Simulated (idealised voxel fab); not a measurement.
Proc. module: voxel transistor to metal
Cross-sectional view cut (width: 300 nm; square cell size: 5 nm).
Reading order for cross-sections: top band down to bottom band. Underlying form: a grid of square cells. Band size: one or more rows of cells. Within each band entry, the heights of the top and of the bottom of the band appear first, in that order and in nm; the materials of the band then follow from left to right, each with its corresponding width in nm. The designation "full width" on a single material indicates that it fills the band from edge to edge; the designation "blank" indicates empty space. Height datum 0, below which the as-received substrate wafer is one material. Lowest band open at the bottom, running downward: "0 and below". Width spec "30 to 40" -> top row of cells at first value, bottom row at second value, equal per-row change in between. No cell of the cross-section changed in a step that is given as "stayed the same". Closed-off voids of 8+ cells (no open route to the top) go in "Enclosed cavities", written width x height at distance from the left edge, in nm. after a step's settings: what the simulator itself notes on the step. You can add "overlay nm" to a step's line. For a step with a mask, it describes how far the mask lay to the right of its planned position, and a negative number describes a lay to the left. In what follows, pairs of cross-sections are presented, each taken before and after one process step, with the after cross-section shown only down to the lowest band that was altered; the step, together with its settings, is stated below the pair. The pairs may stem from different runs of this module on the same starting wafer; accordingly, a pair should be taken as continuing from the one above it solely where its entry headed "Prior state" indicates as much.
Prior state:
> 20 down to 15 | blank 70, HfO2 15, blank 15, HfO2 15, blank 70, HfO2 15, blank 15, HfO2 15, blank 70
> 15 down to 10 | HfO2 75, SiN 5, HfO2 5, blank 15, HfO2 5, SiN 5, HfO2 80, SiN 5, HfO2 5, blank 15, HfO2 5, SiN 5, HfO2 75
> 10 down to 0 | SiO2 75, SiN 5, HfO2 5, blank 15, HfO2 5, SiN 5, SiO2 80, SiN 5, HfO2 5, blank 15, HfO2 5, SiN 5, SiO2 75
> 0 down to -5 | SiO2 30, SiN 5, SiO2 40, SiN 5, HfO2 5, blank 15, HfO2 5, SiN 5, SiO2 80, SiN 5, HfO2 5, blank 15, HfO2 5, SiN 5, SiO2 40, SiN 5, SiO2 30
> -5 down to -10 | SiO2 30, SiN 5, SiO2 5, SiN 5, SiGe 30, HfO2 35, SiGe 30, SiN 5, SiO2 10, SiN 5, SiGe 30, HfO2 35, SiGe 30, SiN 5, SiO2 5, SiN 5, SiO2 30
> -10 down to -15 | SiO2 30, SiN 5, SiO2 5, SiN 5, SiO2 5, Si 85, SiO2 5, SiN 5, SiO2 10, SiN 5, SiO2 5, Si 85, SiO2 5, SiN 5, SiO2 5, SiN 5, SiO2 30
> -15 down to -20 | SiO2 50, Si 85, SiO2 30, Si 85, SiO2 50
> -20 down to -40 | SiO2 45, Si 95, SiO2 20, Si 95, SiO2 45
> -40 and below | Si full width
> Enclosed cavities: none
Cross-Section After Step:
> 25 down to 20 | blank 65, TiN 25, blank 5, TiN 25, blank 60, TiN 25, blank 5, TiN 25, blank 65
> 20 down to 15 | TiN 70, HfO2 15, TiN 5, blank 5, TiN 5, HfO2 15, TiN 70, HfO2 15, TiN 5, blank 5, TiN 5, HfO2 15, TiN 70
> 15 down to 10 | HfO2 75, SiN 5, HfO2 5, TiN 5, blank 5, TiN 5, HfO2 5, SiN 5, HfO2 80, SiN 5, HfO2 5, TiN 5, blank 5, TiN 5, HfO2 5, SiN 5, HfO2 75
> 10 down to 0 | SiO2 75, SiN 5, HfO2 5, TiN 5, blank 5, TiN 5, HfO2 5, SiN 5, SiO2 80, SiN 5, HfO2 5, TiN 5, blank 5, TiN 5, HfO2 5, SiN 5, SiO2 75
> 0 down to -5 | SiO2 30, SiN 5, SiO2 40, SiN 5, HfO2 5, TiN 15, HfO2 5, SiN 5, SiO2 80, SiN 5, HfO2 5, TiN 15, HfO2 5, SiN 5, SiO2 40, SiN 5, SiO2 30
> At heights below -5, the structure remains unaltered.
> Enclosed cavities: none
The before and after cross-sections above differ by one step: CONFORMAL_DEP (material TiN; thk nm 5)
Prior state: it's just the after picture from the pair right above this one.
Cross-Section After Step:
> 35 down to 25 | W full width
> 25 down to 20 | W 65, TiN 25, W 5, TiN 25, W 60, TiN 25, W 5, TiN 25, W 65
> 20 down to 15 | TiN 70, HfO2 15, TiN 5, W 5, TiN 5, HfO2 15, TiN 70, HfO2 15, TiN 5, W 5, TiN 5, HfO2 15, TiN 70
> 15 down to 10 | HfO2 75, SiN 5, HfO2 5, TiN 5, W 5, TiN 5, HfO2 5, SiN 5, HfO2 80, SiN 5, HfO2 5, TiN 5, W 5, TiN 5, HfO2 5, SiN 5, HfO2 75
> 10 down to 0 | SiO2 75, SiN 5, HfO2 5, TiN 5, W 5, TiN 5, HfO2 5, SiN 5, SiO2 80, SiN 5, HfO2 5, TiN 5, W 5, TiN 5, HfO2 5, SiN 5, SiO2 75
> At heights below 0, the structure remains unaltered.
> Enclosed cavities: none
The before and after cross-sections above differ by one step: FILL_DEP (material W; thk nm 10)
Prior state: it's just the after picture from the pair right above this one.
Cross-Section After Step:
> 10 down to 0 | SiO2 75, SiN 5, HfO2 5, TiN 5, W 5, TiN 5, HfO2 5, SiN 5, SiO2 80, SiN 5, HfO2 5, TiN 5, W 5, TiN 5, HfO2 5, SiN 5, SiO2 75
> At heights below 0, the structure remains unaltered.
> Enclosed cavities: none
The before and after cross-sections above differ by one step: CMP (height nm 10)
Prior state: it's just the after picture from the pair right above this one.
Cross-Section After Step:
> 20 down to 10 | SiO2 full width
> At heights below 10, the structure remains unaltered.
> Enclosed cavities: none
The before and after cross-sections above differ by one step: DIRECTIONAL_DEP (material SiO2; thk nm 10)
Prior state: it's just the after picture from the pair right above this one.
Cross-Section After Step:
> 30 down to 20 | aC full width
> At heights below 20, the structure remains unaltered.
> Enclosed cavities: none
The before and after cross-sections above differ by one step: DIRECTIONAL_DEP (material aC; thk nm 10)
Prior state: it's just the after picture from the pair right above this one.
Cross-Section After Step:
> 60 down to 30 | resist 50, blank 15, resist 55, blank 15, resist 30, blank 15, resist 55, blank 15, resist 50
> At heights below 30, the structure remains unaltered.
> Enclosed cavities: none
The before and after cross-sections above differ by one step: PATTERN (tone open; mask id CONTACT; material resist; width nm 15; thk nm 30; overlay nm 0)
Prior state: it's just the after picture from the pair right above this one.
Cross-Section After Step:
> 50 down to 30 | resist 50, blank 15, resist 55, blank 15, resist 30, blank 15, resist 55, blank 15, resist 50
> 30 down to 20 | aC 50, blank 15, aC 55, blank 15, aC 30, blank 15, aC 55, blank 15, aC 50
> At heights below 20, the structure remains unaltered.
> Enclosed cavities: none
The before and after cross-sections above differ by one step: DIRECTIONAL_ETCH (etch materials aC; depth nm 10)
Prior state: it's just the after picture from the pair right above this one.
Cross-Section After Step:
> 30 down to 20 | aC 50, blank 15, aC 55, blank 15, aC 30, blank 15, aC 55, blank 15, aC 50
> At heights below 20, the structure remains unaltered.
> Enclosed cavities: none
The before and after cross-sections above differ by one step: STRIP (etch materials resist)
Prior state: it's just the after picture from the pair right above this one.
Cross-Section After Step:
> 30 down to 20 | aC 50, blank 15, aC 55, blank 15, aC 30, blank 15, aC 55, blank 15, aC 50
> 20 down to 10 | SiO2 50, blank 15, SiO2 55, blank 15, SiO2 30, blank 15, SiO2 55, blank 15, SiO2 50
> 10 down to 0 | SiO2 50, blank 15, SiO2 10, SiN 5, HfO2 5, TiN 5, W 5, TiN 5, HfO2 5, SiN 5, SiO2 10, blank 15, SiO2 30, blank 15, SiO2 10, SiN 5, HfO2 5, TiN 5, W 5, TiN 5, HfO2 5, SiN 5, SiO2 10, blank 15, SiO2 50
> 0 down to -5 | SiO2 30, SiN 5, SiO2 15, blank 15, SiO2 10, SiN 5, HfO2 5, TiN 15, HfO2 5, SiN 5, SiO2 10, blank 15, SiO2 30, blank 15, SiO2 10, SiN 5, HfO2 5, TiN 15, HfO2 5, SiN 5, SiO2 10, blank 15, SiO2 15, SiN 5, SiO2 30
> At heights below -5, the structure remains unaltered.
> Enclosed cavities: none
The before and after cross-sections above differ by one step: DIRECTIONAL_ETCH (etch materials SiO2; depth nm 25)
Prior state: it's just the after picture from the pair right above this one.
Cross-Section After Step:
> 20 down to 10 | SiO2 50, blank 15, SiO2 55, blank 15, SiO2 30, blank 15, SiO2 55, blank 15, SiO2 50
> At heights below 10, the structure remains unaltered.
> Enclosed cavities: none
The before and after cross-sections above differ by one step: STRIP (etch materials aC)
Prior state: it's just the after picture from the pair right above this one.
Cross-Section After Step:
> 25 down to 20 | TiN 55, blank 5, TiN 65, blank 5, TiN 40, blank 5, TiN 65, blank 5, TiN 55
> 20 down to 10 | SiO2 50, TiN 5, blank 5, TiN 5, SiO2 55, TiN 5, blank 5, TiN 5, SiO2 30, TiN 5, blank 5, TiN 5, SiO2 55, TiN 5, blank 5, TiN 5, SiO2 50
> 10 down to 0 | SiO2 50, TiN 5, blank 5, TiN 5, SiO2 10, SiN 5, HfO2 5, TiN 5, W 5, TiN 5, HfO2 5, SiN 5, SiO2 10, TiN 5, blank 5, TiN 5, SiO2 30, TiN 5, blank 5, TiN 5, SiO2 10, SiN 5, HfO2 5, TiN 5, W 5, TiN 5, HfO2 5, SiN 5, SiO2 10, TiN 5, blank 5, TiN 5, SiO2 50
> 0 down to -5 | SiO2 30, SiN 5, SiO2 15, TiN 15, SiO2 10, SiN 5, HfO2 5, TiN 15, HfO2 5, SiN 5, SiO2 10, TiN 15, SiO2 30, TiN 15, SiO2 10, SiN 5, HfO2 5, TiN 15, HfO2 5, SiN 5, SiO2 10, TiN 15, SiO2 15, SiN 5, SiO2 30
> At heights below -5, the structure remains unaltered.
> Enclosed cavities: none
The before and after cross-sections above differ by one step: CONFORMAL_DEP (material TiN; thk nm 5)
Prior state: it's just the after picture from the pair right above this one.
Cross-Section After Step:
> 30 down to 25 | Ru full width
> 25 down to 20 | TiN 55, Ru 5, TiN 65, Ru 5, TiN 40, Ru 5, TiN 65, Ru 5, TiN 55
> 20 down to 10 | SiO2 50, TiN 5, Ru 5, TiN 5, SiO2 55, TiN 5, Ru 5, TiN 5, SiO2 30, TiN 5, Ru 5, TiN 5, SiO2 55, TiN 5, Ru 5, TiN 5, SiO2 50
> 10 down to 0 | SiO2 50, TiN 5, Ru 5, TiN 5, SiO2 10, SiN 5, HfO2 5, TiN 5, W 5, TiN 5, HfO2 5, SiN 5, SiO2 10, TiN 5, Ru 5, TiN 5, SiO2 30, TiN 5, Ru 5, TiN 5, SiO2 10, SiN 5, HfO2 5, TiN 5, W 5, TiN 5, HfO2 5, SiN 5, SiO2 10, TiN 5, Ru 5, TiN 5, SiO2 50
> At heights below 0, the structure remains unaltered.
> Enclosed cavities: none
The before and after cross-sections above differ by one step: FILL_DEP (material Ru; thk nm 5)
Prior state: it's just the after picture from the pair right above this one.
Cross-Section After Step:
> 20 down to 10 | SiO2 50, TiN 5, Ru 5, TiN 5, SiO2 55, TiN 5, Ru 5, TiN 5, SiO2 30, TiN 5, Ru 5, TiN 5, SiO2 55, TiN 5, Ru 5, TiN 5, SiO2 50
> At heights below 10, the structure remains unaltered.
> Enclosed cavities: none
The before and after cross-sections above differ by one step: CMP (height nm 20)
Prior state: it's just the after picture from the pair right above this one.
Cross-Section After Step:
> 25 down to 20 | SiN full width
> At heights below 20, the structure remains unaltered.
> Enclosed cavities: none
The before and after cross-sections above differ by one step: CONFORMAL_DEP (material SiN; thk nm 5)
Prior state: it's just the after picture from the pair right above this one.
Cross-Section After Step:
> 50 down to 25 | SiO2 full width
> At heights below 25, the structure remains unaltered.
> Enclosed cavities: none
The before and after cross-sections above differ by one step: DIRECTIONAL_DEP (material SiO2; thk nm 25)
Prior state: it's just the after picture from the pair right above this one.
Cross-Section After Step:
> 50 down to 25 | SiO2 50, blank 15, SiO2 55, blank 15, SiO2 30, blank 15, SiO2 55, blank 15, SiO2 50
> At heights below 25, the structure remains unaltered.
> Enclosed cavities: none
The before and after cross-sections above differ by one step: MASKED_ETCH (tone open; mask id METAL_1; width nm 15; etch materials SiO2; depth nm 25; overlay nm 0)
Prior state: it's just the after picture from the pair right above this one.
Cross-Section After Step:
> 50 down to 25 | SiO2 50, blank 15, SiO2 55, blank 15, SiO2 30, blank 15, SiO2 55, blank 15, SiO2 50
> 25 down to 20 | SiN 50, blank 15, SiN 55, blank 15, SiN 30, blank 15, SiN 55, blank 15, SiN 50
> At heights below 20, the structure remains unaltered.
> Enclosed cavities: none
The before and after cross-sections above differ by one step: MASKED_ETCH (tone open; mask id METAL_1; width nm 15; etch materials SiN; depth nm 5; overlay nm 0)
Prior state: it's just the after picture from the pair right above this one.
Cross-Section After Step:
> 55 down to 50 | TiN 55, blank 5, TiN 65, blank 5, TiN 40, blank 5, TiN 65, blank 5, TiN 55
> 50 down to 25 | SiO2 50, TiN 5, blank 5, TiN 5, SiO2 55, TiN 5, blank 5, TiN 5, SiO2 30, TiN 5, blank 5, TiN 5, SiO2 55, TiN 5, blank 5, TiN 5, SiO2 50
> 25 down to 20 | SiN 50, TiN 15, SiN 55, TiN 15, SiN 30, TiN 15, SiN 55, TiN 15, SiN 50
> At heights below 20, the structure remains unaltered.
> Enclosed cavities: none
The before and after cross-sections above differ by one step: CONFORMAL_DEP (material TiN; thk nm 5)
Prior state: it's just the after picture from the pair right above this one.
Cross-Section After Step:
> 65 down to 55 | Ru full width
> 55 down to 50 | TiN 55, Ru 5, TiN 65, Ru 5, TiN 40, Ru 5, TiN 65, Ru 5, TiN 55
> 50 down to 25 | SiO2 50, TiN 5, Ru 5, TiN 5, SiO2 55, TiN 5, Ru 5, TiN 5, SiO2 30, TiN 5, Ru 5, TiN 5, SiO2 55, TiN 5, Ru 5, TiN 5, SiO2 50
> At heights below 25, the structure remains unaltered.
> Enclosed cavities: none
The before and after cross-sections above differ by one step: FILL_DEP (material Ru; thk nm 10)
Prior state: it's just the after picture from the pair right above this one.
Cross-Section After Step:
> 50 down to 25 | SiO2 50, TiN 5, Ru 5, TiN 5, SiO2 55, TiN 5, Ru 5, TiN 5, SiO2 30, TiN 5, Ru 5, TiN 5, SiO2 55, TiN 5, Ru 5, TiN 5, SiO2 50
> At heights below 25, the structure remains unaltered.
> Enclosed cavities: none
The before and after cross-sections above differ by one step: CMP (height nm 50)
Prior state: it's just the after picture from the pair right above this one.
Cross-Section After Step:
> 55 down to 50 | SiCN full width
> At heights below 50, the structure remains unaltered.
> Enclosed cavities: none
The before and after cross-sections above differ by one step: CONFORMAL_DEP (material SiCN; thk nm 5)
Prior state: it's just the after picture from the pair right above this one.
Cross-Section After Step:
> 85 down to 55 | lowk full width
> At heights below 55, the structure remains unaltered.
> Enclosed cavities: none
The before and after cross-sections above differ by one step: DIRECTIONAL_DEP (material lowk; thk nm 30)
Prior state: it's just the after picture from the pair right above this one.
Cross-Section After Step:
> 95 down to 85 | aC full width
> At heights below 85, the structure remains unaltered.
> Enclosed cavities: none
The before and after cross-sections above differ by one step: DIRECTIONAL_DEP (material aC; thk nm 10)
Prior state: it's just the after picture from the pair right above this one.
Cross-Section After Step:
> 120 down to 95 | resist 50, blank 15, resist 100, blank 15, resist 120
> At heights below 95, the structure remains unaltered.
> Enclosed cavities: none
The before and after cross-sections above differ by one step: PATTERN (tone open; mask id METAL_2; material resist; width nm 15; pitch nm 115; thk nm 25; overlay nm 0)
Prior state: it's just the after picture from the pair right above this one.
Cross-Section After Step:
> 110 down to 95 | resist 50, blank 15, resist 100, blank 15, resist 120
> 95 down to 85 | aC 50, blank 15, aC 100, blank 15, aC 120
> At heights below 85, the structure remains unaltered.
> Enclosed cavities: none
The before and after cross-sections above differ by one step: DIRECTIONAL_ETCH (etch materials aC; depth nm 10)
Prior state: it's just the after picture from the pair right above this one.
Cross-Section After Step:
> 95 down to 85 | aC 50, blank 15, aC 100, blank 15, aC 120
> At heights below 85, the structure remains unaltered.
> Enclosed cavities: none
The before and after cross-sections above differ by one step: STRIP (etch materials resist)
Prior state: it's just the after picture from the pair right above this one.
Cross-Section After Step:
> 95 down to 85 | aC 50, blank 15, aC 100, blank 15, aC 120
> 85 down to 65 | lowk 50, blank 15, lowk 100, blank 15, lowk 120
> At heights below 65, the structure remains unaltered.
> Enclosed cavities: none
The before and after cross-sections above differ by one step: DIRECTIONAL_ETCH (etch materials lowk; depth nm 20)
Prior state: it's just the after picture from the pair right above this one.
Cross-Section After Step:
> 85 down to 65 | lowk 50, blank 15, lowk 100, blank 15, lowk 120
> At heights below 65, the structure remains unaltered.
> Enclosed cavities: none
The before and after cross-sections above differ by one step: STRIP (etch materials aC)
Prior state: it's just the after picture from the pair right above this one.
Cross-Section After Step:
> 100 down to 85 | aC 50, blank 15, aC 100, blank 15, aC 120
> 85 down to 80 | lowk 50, blank 15, lowk 100, blank 15, lowk 120
> 80 down to 65 | lowk 50, aC 15, lowk 100, aC 15, lowk 120
> At heights below 65, the structure remains unaltered.
> Enclosed cavities: none
The before and after cross-sections above differ by one step: DIRECTIONAL_DEP (material aC; thk nm 15)
Prior state: it's just the after picture from the pair right above this one.
Cross-Section After Step:
> 130 down to 100 | resist 50, blank 15, resist 100, blank 15, resist 120
> At heights below 100, the structure remains unaltered.
> Enclosed cavities: none
The before and after cross-sections above differ by one step: PATTERN (tone open; mask id METAL_2_HOLES; material resist; width nm 15; pitch nm 115; thk nm 30; overlay nm 0)
Prior state: it's just the after picture from the pair right above this one.
Cross-Section After Step:
> 115 down to 100 | resist 50, blank 15, resist 100, blank 15, resist 120
> 100 down to 85 | aC 50, blank 15, aC 100, blank 15, aC 120
> 85 down to 65 | lowk 50, blank 15, lowk 100, blank 15, lowk 120
> At heights below 65, the structure remains unaltered.
> Enclosed cavities: none
The before and after cross-sections above differ by one step: DIRECTIONAL_ETCH (etch materials aC; depth nm 15)
Prior state: it's just the after picture from the pair right above this one.
Cross-Section After Step:
> 100 down to 85 | aC 50, blank 15, aC 100, blank 15, aC 120
> At heights below 85, the structure remains unaltered.
> Enclosed cavities: none
The before and after cross-sections above differ by one step: STRIP (etch materials resist)
Prior state: it's just the after picture from the pair right above this one.
Cross-Section After Step:
> 100 down to 85 | aC 50, blank 15, aC 100, blank 15, aC 120
> 85 down to 55 | lowk 50, blank 15, lowk 100, blank 15, lowk 120
> At heights below 55, the structure remains unaltered.
> Enclosed cavities: none
The before and after cross-sections above differ by one step: DIRECTIONAL_ETCH (etch materials lowk; depth nm 10)
Prior state: it's just the after picture from the pair right above this one.
Cross-Section After Step:
> 100 down to 85 | aC 50, blank 15, aC 100, blank 15, aC 120
> 85 down to 55 | lowk 50, blank 15, lowk 100, blank 15, lowk 120
> 55 down to 50 | SiCN 50, blank 15, SiCN 100, blank 15, SiCN 120
> At heights below 50, the structure remains unaltered.
> Enclosed cavities: none
The before and after cross-sections above differ by one step: DIRECTIONAL_ETCH (etch materials SiCN; depth nm 5)
Prior state: it's just the after picture from the pair right above this one.
Cross-Section After Step:
> 85 down to 55 | lowk 50, blank 15, lowk 100, blank 15, lowk 120
> At heights below 55, the structure remains unaltered.
> Enclosed cavities: none
The before and after cross-sections above differ by one step: STRIP (etch materials aC)
Prior state: it's just the after picture from the pair right above this one.
Cross-Section After Step:
> 90 down to 85 | TiN 55, blank 5, TiN 110, blank 5, TiN 125
> 85 down to 55 | lowk 50, TiN 5, blank 5, TiN 5, lowk 100, TiN 5, blank 5, TiN 5, lowk 120
> 55 down to 50 | SiCN 50, TiN 15, SiCN 100, TiN 15, SiCN 120
> At heights below 50, the structure remains unaltered.
> Enclosed cavities: none
The before and after cross-sections above differ by one step: CONFORMAL_DEP (material TiN; thk nm 5)
Prior state: it's just the after picture from the pair right above this one.
Cross-Section After Step:
> 100 down to 90 | Ru full width
> 90 down to 85 | TiN 55, Ru 5, TiN 110, Ru 5, TiN 125
> 85 down to 55 | lowk 50, TiN 5, Ru 5, TiN 5, lowk 100, TiN 5, Ru 5, TiN 5, lowk 120
> At heights below 55, the structure remains unaltered.
> Enclosed cavities: none
The before and after cross-sections above differ by one step: FILL_DEP (material Ru; thk nm 10)
Prior state: it's just the after picture from the pair right above this one.
Cross-Section After Step:
> 85 down to 55 | lowk 50, TiN 5, Ru 5, TiN 5, lowk 100, TiN 5, Ru 5, TiN 5, lowk 120
> At heights below 55, the structure remains unaltered.
> Enclosed cavities: none
The before and after cross-sections above differ by one step: CMP (height nm 85)
Prior state: it's just the after picture from the pair right above this one.
Cross-Section After Step:
> 90 down to 85 | SiN full width
> At heights below 85, the structure remains unaltered.
> Enclosed cavities: none
The before and after cross-sections above differ by one step: CONFORMAL_DEP (material SiN; thk nm 5)
Prior state:
> 5 down to 0 | SiO2 45, blank 95, SiO2 20, blank 95, SiO2 45
> 0 down to -5 | SiO2 full width
> -5 down to -40 | SiO2 45, Si 95, SiO2 20, Si 95, SiO2 45
> -40 and below | Si full width
> Enclosed cavities: none
Cross-Section After Step:
> -5 down to -10 | blank 45, Si 95, blank 20, Si 95, blank 45
> -10 down to -15 | SiO2 30, blank 15, Si 95, blank 20, Si 95, blank 15, SiO2 30
> At heights below -15, the structure remains unaltered.
> Enclosed cavities: none
The before and after cross-sections above differ by one step: SELECTIVE_ETCH (etch materials SiO2; depth nm 15)
Prior state: it's just the after picture from the pair right above this one.
Cross-Section After Step:
> -5 down to -10 | blank 45, SiO2 95, blank 20, SiO2 95, blank 45
> -10 down to -15 | SiO2 30, blank 15, SiO2 5, Si 85, SiO2 5, blank 20, SiO2 5, Si 85, SiO2 5, blank 15, SiO2 30
> -15 down to -20 | SiO2 50, Si 85, SiO2 30, Si 85, SiO2 50
> At heights below -20, the structure remains unaltered.
> Enclosed cavities: none
The before and after cross-sections above differ by one step: OXIDIZE (depth nm 5)
Prior state: it's just the after picture from the pair right above this one.
Cross-Section After Step:
> 15 down to 10 | blank 45, polySi 95, blank 20, polySi 95, blank 45
> 10 down to 5 | polySi 30, blank 15, polySi 95, blank 20, polySi 95, blank 15, polySi 30
> 5 down to -5 | polySi full width
> -5 down to -10 | polySi 45, SiO2 95, polySi 20, SiO2 95, polySi 45
> -10 down to -15 | SiO2 30, polySi 15, SiO2 5, Si 85, SiO2 5, polySi 20, SiO2 5, Si 85, SiO2 5, polySi 15, SiO2 30
> At heights below -15, the structure remains unaltered.
> Enclosed cavities: none
The before and after cross-sections above differ by one step: DIRECTIONAL_DEP (material polySi; thk nm 20)
Prior state: it's just the after picture from the pair right above this one.
Cross-Section After Step:
> 25 down to 20 | blank 45, SiCN 95, blank 20, SiCN 95, blank 45
> 20 down to 15 | SiCN 30, blank 15, SiCN 95, blank 20, SiCN 95, blank 15, SiCN 30
> 15 down to 10 | SiCN 45, polySi 95, SiCN 20, polySi 95, SiCN 45
> 10 down to 5 | polySi 30, SiCN 15, polySi 95, SiCN 20, polySi 95, SiCN 15, polySi 30
> At heights below 5, the structure remains unaltered.
> Enclosed cavities: none
The before and after cross-sections above differ by one step: DIRECTIONAL_DEP (material SiCN; thk nm 10)
Prior state: it's just the after picture from the pair right above this one.
Cross-Section After Step:
> 40 down to 25 | blank 80, resist 25, blank 90, resist 25, blank 80
> At heights below 25, the structure remains unaltered.
> Enclosed cavities: none
The before and after cross-sections above differ by one step: PATTERN (tone cover; mask id GATE; material resist; width nm 25; pitch nm 115; thk nm 15; overlay nm 0)
Prior state: it's just the after picture from the pair right above this one.
Cross-Section After Step:
> 40 down to 25 | blank 80, resist 25, blank 90, resist 25, blank 80
> 25 down to 15 | blank 80, SiCN 25, blank 90, SiCN 25, blank 80
> 15 down to 10 | blank 45, polySi 95, blank 20, polySi 95, blank 45
> 10 down to 5 | polySi 30, blank 15, polySi 95, blank 20, polySi 95, blank 15, polySi 30
> At heights below 5, the structure remains unaltered.
> Enclosed cavities: none
The before and after cross-sections above differ by one step: DIRECTIONAL_ETCH (etch materials SiCN; depth nm 20)
Prior state: it's just the after picture from the pair right above this one.
Cross-Section After Step:
> 40 down to 25 | blank 80, resist 25, blank 90, resist 25, blank 80
> 25 down to 15 | blank 80, SiCN 25, blank 90, SiCN 25, blank 80
> 15 down to -5 | blank 80, polySi 25, blank 90, polySi 25, blank 80
> -5 down to -10 | blank 45, SiO2 95, blank 20, SiO2 95, blank 45
> -10 down to -15 | SiO2 30, blank 15, SiO2 5, Si 85, SiO2 5, blank 20, SiO2 5, Si 85, SiO2 5, blank 15, SiO2 30
> At heights below -15, the structure remains unaltered.
> Enclosed cavities: none
The before and after cross-sections above differ by one step: DIRECTIONAL_ETCH (etch materials polySi; depth nm 30)
Prior state: it's just the after picture from the pair right above this one.
Cross-Section After Step:
> 25 down to 15 | blank 80, SiCN 25, blank 90, SiCN 25, blank 80
> At heights below 15, the structure remains unaltered.
> Enclosed cavities: none
The before and after cross-sections above differ by one step: STRIP (etch materials resist)
Prior state: it's just the after picture from the pair right above this one.
Cross-Section After Step:
> 30 down to 25 | blank 75, SiN 35, blank 80, SiN 35, blank 75
> 25 down to 15 | blank 75, SiN 5, SiCN 25, SiN 5, blank 80, SiN 5, SiCN 25, SiN 5, blank 75
> 15 down to 0 | blank 75, SiN 5, polySi 25, SiN 5, blank 80, SiN 5, polySi 25, SiN 5, blank 75
> 0 down to -5 | blank 40, SiN 40, polySi 25, SiN 40, blank 10, SiN 40, polySi 25, SiN 40, blank 40
> -5 down to -10 | SiN 35, blank 5, SiN 5, SiO2 95, SiN 5, blank 10, SiN 5, SiO2 95, SiN 5, blank 5, SiN 35
> -10 down to -15 | SiO2 30, SiN 15, SiO2 5, Si 85, SiO2 5, SiN 20, SiO2 5, Si 85, SiO2 5, SiN 15, SiO2 30
> At heights below -15, the structure remains unaltered.
> Enclosed cavities: none
The before and after cross-sections above differ by one step: CONFORMAL_DEP (material SiN; thk nm 5)
Prior state: it's just the after picture from the pair right above this one.
Cross-Section After Step:
> 25 down to 15 | blank 75, SiN 5, SiCN 25, SiN 5, blank 80, SiN 5, SiCN 25, SiN 5, blank 75
> 15 down to -5 | blank 75, SiN 5, polySi 25, SiN 5, blank 80, SiN 5, polySi 25, SiN 5, blank 75
> -5 down to -10 | blank 40, SiN 5, SiO2 95, SiN 5, blank 10, SiN 5, SiO2 95, SiN 5, blank 40
> -10 down to -15 | SiO2 30, SiN 5, blank 5, SiN 5, SiO2 5, Si 85, SiO2 5, SiN 5, blank 10, SiN 5, SiO2 5, Si 85, SiO2 5, SiN 5, blank 5, SiN 5, SiO2 30
> At heights below -15, the structure remains unaltered.
> Enclosed cavities: none
The before and after cross-sections above differ by one step: DIRECTIONAL_ETCH (etch materials SiN; depth nm 5)
Prior state: it's just the after picture from the pair right above this one.
Cross-Section After Step:
> 25 down to 15 | blank 75, SiN 5, SiCN 25, SiN 5, blank 80, SiN 5, SiCN 25, SiN 5, blank 75
> 15 down to -5 | blank 75, SiN 5, polySi 25, SiN 5, blank 80, SiN 5, polySi 25, SiN 5, blank 75
> -5 down to -10 | blank 40, SiN 5, blank 30, SiO2 35, blank 30, SiN 5, blank 10, SiN 5, blank 30, SiO2 35, blank 30, SiN 5, blank 40
> -10 down to -15 | blank 30, SiN 5, blank 5, SiN 5, SiO2 5, Si 85, SiO2 5, SiN 5, blank 10, SiN 5, SiO2 5, Si 85, SiO2 5, SiN 5, blank 5, SiN 5, blank 30
> -15 down to -20 | SiO2 35, blank 5, SiO2 10, Si 85, SiO2 10, blank 10, SiO2 10, Si 85, SiO2 10, blank 5, SiO2 35
> At heights below -20, the structure remains unaltered.
> Enclosed cavities: none
The before and after cross-sections above differ by one step: DIRECTIONAL_ETCH (etch materials SiO2; depth nm 5)
Prior state: it's just the after picture from the pair right above this one.
Cross-Section After Step:
> 25 down to 15 | blank 75, SiN 5, SiCN 25, SiN 5, blank 80, SiN 5, SiCN 25, SiN 5, blank 75
> 15 down to -5 | blank 75, SiN 5, polySi 25, SiN 5, blank 80, SiN 5, polySi 25, SiN 5, blank 75
> -5 down to -10 | blank 40, SiN 5, SiGe 30, SiO2 35, SiGe 30, SiN 5, blank 10, SiN 5, SiGe 30, SiO2 35, SiGe 30, SiN 5, blank 40
> At heights below -10, the structure remains unaltered.
> Enclosed cavities: none
The before and after cross-sections above differ by one step: EPI (material SiGe; thk nm 5)
Prior state: it's just the after picture from the pair right above this one.
Cross-Section After Step:
> 35 down to 25 | SiO2 full width
> 25 down to 15 | SiO2 75, SiN 5, SiCN 25, SiN 5, SiO2 80, SiN 5, SiCN 25, SiN 5, SiO2 75
> 15 down to -5 | SiO2 75, SiN 5, polySi 25, SiN 5, SiO2 80, SiN 5, polySi 25, SiN 5, SiO2 75
> -5 down to -10 | SiO2 40, SiN 5, SiGe 30, SiO2 35, SiGe 30, SiN 5, SiO2 10, SiN 5, SiGe 30, SiO2 35, SiGe 30, SiN 5, SiO2 40
> -10 down to -15 | SiO2 30, SiN 5, SiO2 5, SiN 5, SiO2 5, Si 85, SiO2 5, SiN 5, SiO2 10, SiN 5, SiO2 5, Si 85, SiO2 5, SiN 5, SiO2 5, SiN 5, SiO2 30
> -15 down to -20 | SiO2 50, Si 85, SiO2 30, Si 85, SiO2 50
> At heights below -20, the structure remains unaltered.
> Enclosed cavities: none
The before and after cross-sections above differ by one step: FILL_DEP (material SiO2; thk nm 10)
Prior state: it's just the after picture from the pair right above this one.
Cross-Section After Step:
> 15 down to -5 | SiO2 75, SiN 5, polySi 25, SiN 5, SiO2 80, SiN 5, polySi 25, SiN 5, SiO2 75
> At heights below -5, the structure remains unaltered.
> Enclosed cavities: none
The before and after cross-sections above differ by one step: CMP (height nm 15)
Prior state: it's just the after picture from the pair right above this one.
Cross-Section After Step:
> 15 down to -5 | SiO2 75, SiN 5, blank 25, SiN 5, SiO2 80, SiN 5, blank 25, SiN 5, SiO2 75
> At heights below -5, the structure remains unaltered.
> Enclosed cavities: none
The before and after cross-sections above differ by one step: STRIP (etch materials polySi)
Prior state: it's just the after picture from the pair right above this one.
Cross-Section After Step:
> 15 down to 10 | blank 75, SiN 5, blank 25, SiN 5, blank 80, SiN 5, blank 25, SiN 5, blank 75
> 10 down to -5 | SiO2 75, SiN 5, blank 25, SiN 5, SiO2 80, SiN 5, blank 25, SiN 5, SiO2 75
> -5 down to -10 | SiO2 40, SiN 5, SiGe 30, blank 35, SiGe 30, SiN 5, SiO2 10, SiN 5, SiGe 30, blank 35, SiGe 30, SiN 5, SiO2 40
> At heights below -10, the structure remains unaltered.
> Enclosed cavities: none
The before and after cross-sections above differ by one step: SELECTIVE_ETCH (etch materials SiO2; depth nm 5)
